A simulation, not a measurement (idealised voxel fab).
process module | voxel plated lines
cross-section cut | 260 nm wide | cells 5 nm
A cross-section is a grid of square cells, given in bands from the top down. A band is one or more rows of cells.
Each band's line starts with the height of the band's top and of its bottom, in nm. Then come its materials from left to right, each with its width in nm. One material with "throughout" fills the band from edge to edge. "air" is empty space.
Height 0 is the level under which the wafer as received is all one material. The lowest band goes on downwards, as in "0 down".
A width such as "30 to 40" changes by the same amount from each row of cells to the next, from the band's top row to its bottom row.
"no change" after a step means that no cell of the cross-section changed.
closed voids: empty space of 8 cells or more with no open way to the top, each as width x height at its distance from the left edge, in nm
after a step's settings: what the simulator itself notes on the step
overlay nm, on a step with a mask: how far to the right of its planned place the mask lay; to the left if negative
plan
1 op RECEIVE | material Si
2 op CONFORMAL_DEP | material Al2O3 | thk nm 10
3 op DIRECTIONAL_DEP | material TiN | thk nm 5
4 op PATTERN | tone open | mask id LINES | material resist | width nm 20 | pitch nm 40 | thk nm 35 | overlay nm -15
5 op EPI | material Ru | thk nm 10
6 op EPI | material Ru | thk nm 5
7 op EPI | material Ru | thk nm 10
8 op STRIP | etch materials resist
9 op DIRECTIONAL_ETCH | etch materials TiN | depth nm 5
10 op CONFORMAL_DEP | material SiO2 | thk nm 10
varied across the wafers: overlay nm of step 4. The plan shows the first wafer's value. All wafers start alike
first wafer as received, after step 1
  0 down: Si throughout
  closed voids: none
first wafer at the end, after step 10
  50 to 40: air 35 | SiO2 160 | air 65
  40 to 20: air 35 | SiO2 10 | Ru 20 | SiO2 20 | Ru 20 | SiO2 20 | Ru 20 | SiO2 20 | Ru 20 | SiO2 10 | air 65
  20 to 15: SiO2 45 | Ru 20 | SiO2 20 | Ru 20 | SiO2 20 | Ru 20 | SiO2 20 | Ru 20 | SiO2 75
  15 to 10: SiO2 45 | TiN 20 | SiO2 20 | TiN 20 | SiO2 20 | TiN 20 | SiO2 20 | TiN 20 | SiO2 75
  10 to 0: Al2O3 throughout
  0 down: Si throughout
  closed voids: none
last wafer at the end
  50 to 40: air 65 | SiO2 160 | air 35
  40 to 20: air 65 | SiO2 10 | Ru 20 | SiO2 20 | Ru 20 | SiO2 20 | Ru 20 | SiO2 20 | Ru 20 | SiO2 10 | air 35
  20 to 15: SiO2 75 | Ru 20 | SiO2 20 | Ru 20 | SiO2 20 | Ru 20 | SiO2 20 | Ru 20 | SiO2 45
  15 to 10: SiO2 75 | TiN 20 | SiO2 20 | TiN 20 | SiO2 20 | TiN 20 | SiO2 20 | TiN 20 | SiO2 45
  10 to 0: Al2O3 throughout
  0 down: Si throughout
  closed voids: none
each wafer at the end: cells of each material gained (+) or lost (-) since it was received, then its closed voids
overlay nm -15 | +104 Al2O3 | +80 Ru | +200 SiO2 | +16 TiN | closed voids: none
overlay nm -10 | +104 Al2O3 | +80 Ru | +200 SiO2 | +16 TiN | closed voids: none
overlay nm -5 | +104 Al2O3 | +80 Ru | +200 SiO2 | +16 TiN | closed voids: none
overlay nm 0 | +104 Al2O3 | +80 Ru | +200 SiO2 | +16 TiN | closed voids: none
overlay nm 5 | +104 Al2O3 | +80 Ru | +200 SiO2 | +16 TiN | closed voids: none
overlay nm 10 | +104 Al2O3 | +80 Ru | +200 SiO2 | +16 TiN | closed voids: none
overlay nm 15 | +104 Al2O3 | +80 Ru | +200 SiO2 | +16 TiN | closed voids: none
